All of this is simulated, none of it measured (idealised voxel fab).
process module | voxel ribs on slabs
cross-section cut | 145 nm wide | cells 5 nm
A cross-section is a grid of square cells, given in bands from the top down. A band is one or more rows of cells.
Each band's line starts with the height of the band's top and of its bottom, in nm. Then come its materials from left to right, each with its width in nm. One material with "throughout" fills the band from edge to edge. "air" is empty space.
Height 0 is the level under which the wafer as received is all one material. The lowest band goes on downwards, as in "0 down".
A width such as "30 to 40" changes by the same amount from each row of cells to the next, from the band's top row to its bottom row.
"no change" after a step means that no cell of the cross-section changed.
closed voids: empty space of 8 cells or more with no open way to the top, each as width x height at its distance from the left edge, in nm
after a step's settings: what the simulator itself notes on the step
overlay nm, on a step with a mask: how far to the right of its planned place the mask lay; to the left if negative
plan
1 op RECEIVE | material Si
2 op DIRECTIONAL_DEP | material SiO2 | thk nm 25
3 op DIRECTIONAL_DEP | material polySi | thk nm 20
4 op DIRECTIONAL_DEP | material aC | thk nm 15
5 op PATTERN | tone cover | mask id RIB | material resist | width nm 30 | thk nm 30 | overlay nm 0
6 op DIRECTIONAL_ETCH | etch materials aC | depth nm 15
7 op STRIP | etch materials resist
8 op DIRECTIONAL_ETCH | etch materials polySi | depth nm 10
9 op STRIP | etch materials aC
10 op DIRECTIONAL_DEP | material aC | thk nm 10
11 op PATTERN | tone cover | mask id SLAB | material resist | width nm 80 | thk nm 25 | overlay nm 0
12 op DIRECTIONAL_ETCH | etch materials aC | depth nm 10
13 op STRIP | etch materials resist
14 op DIRECTIONAL_ETCH | etch materials polySi | depth nm 10
15 op STRIP | etch materials aC
16 op FILL_DEP | material SiO2 | thk nm 20
17 op CMP | height nm 55
18 op DIRECTIONAL_DEP | material W | thk nm 5
19 op DIRECTIONAL_DEP | material aC | thk nm 15
20 op PATTERN | tone cover | mask id HEATER | material resist | width nm 40 | thk nm 30 | overlay nm 0
21 op DIRECTIONAL_ETCH | etch materials aC | depth nm 15
22 op STRIP | etch materials resist
23 op DIRECTIONAL_ETCH | etch materials W | depth nm 5
24 op STRIP | etch materials aC
25 op CONFORMAL_DEP | material SiO2 | thk nm 10
as received, after step 1
  0 down: Si throughout
  closed voids: none
a wafer at the end: this start, this plan, one mistake
  60 to 55: air 50 | W 40 | air 55
  55 to 45: SiO2 throughout
  45 to 35: SiO2 55 | polySi 30 | SiO2 60
  35 to 25: SiO2 30 | polySi 80 | SiO2 35
  25 to 0: SiO2 throughout
  0 down: Si throughout
  closed voids: none
what went wrong: step 25 was left out
